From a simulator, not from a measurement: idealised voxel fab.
This section sets out a process module, namely voxel trench capacitor.
Cross-sectional view cut (width: 285 nm; square cell size: 5 nm).
When this document writes out a cross-section, it uses a grid of square cells and lists it as bands, beginning at the top and moving down, with a band standing for one or more rows of cells. Heads up on the band format: heights come first, top then bottom, in nm. After that it's the materials left to right, each with its width in nm. A single material flagged "throughout" fills the whole band edge to edge, and "air" means there's empty space there. Below 0: as-received wafer, all one material; heights counted from there. Lowest band: no bottom, goes on down, written "0..down". The width entry "30..40" should be interpreted row by row: the top row of cells in the band takes the first number, the bottom row takes the second number, and the change between adjacent rows is uniform throughout. "no modifications", as given for a step, is the statement that not any cell of the cross-section underwent a change during that step. "Completely enclosed voids" means: voids of 8 cells or more that are shut off from the top with no open way through. Written width x height at distance, distance from the left edge, in nm. after a step's settings: what the simulator itself notes on the step. Regarding "overlay nm": on a step with a mask, it is the distance the mask lay to the right of its planned place; a negative value places it to the left.
[Steps in the process plan]
1,RECEIVE, material Si
2,CONFORMAL_DEP, material SiN, thk nm 5
3,MASKED_ETCH, tone open, mask id TRENCH, width nm 25, pitch nm 40, etch materials SiN, depth nm 5, overlay nm 0
4,MASKED_ETCH, tone open, mask id TRENCH, width nm 25, pitch nm 40, etch materials Si, depth nm 35, overlay nm 0
5,CONFORMAL_DEP, material Al2O3, thk nm 5
6,CONFORMAL_DEP, material TiN, thk nm 5
7,FILL_DEP, material W, thk nm 10
8,CMP, height nm 5
[Incoming wafer in cross-section (state: after step 1)]
  0..down | Si throughout
  Completely enclosed voids: none
[Cross-section at module end, one run error; start and plan unchanged from above]
  -5..-25 | Si=70, then Al2O3=5, then TiN=5, then W=5, then TiN=5, then Al2O3=5, then Si=15, then Al2O3=5, then TiN=5, then W=5, then TiN=5, then Al2O3=5, then Si=15, then Al2O3=5, then TiN=5, then W=5, then TiN=5, then Al2O3=5, then Si=15, then Al2O3=5, then TiN=5, then W=5, then TiN=5, then Al2O3=5, then Si=70
  -25..-30 | Si=70, then Al2O3=5, then TiN=15, then Al2O3=5, then Si=15, then Al2O3=5, then TiN=15, then Al2O3=5, then Si=15, then Al2O3=5, then TiN=15, then Al2O3=5, then Si=15, then Al2O3=5, then TiN=15, then Al2O3=5, then Si=70
  -30..-35 | Si=70, then Al2O3=25, then Si=15, then Al2O3=25, then Si=15, then Al2O3=25, then Si=15, then Al2O3=25, then Si=70
  -35..down | Si throughout
  Completely enclosed voids: none
The plan and the run diverged here: step 8 was run on a setting that differed from the plan, and what really ran there is CMP, height nm -5
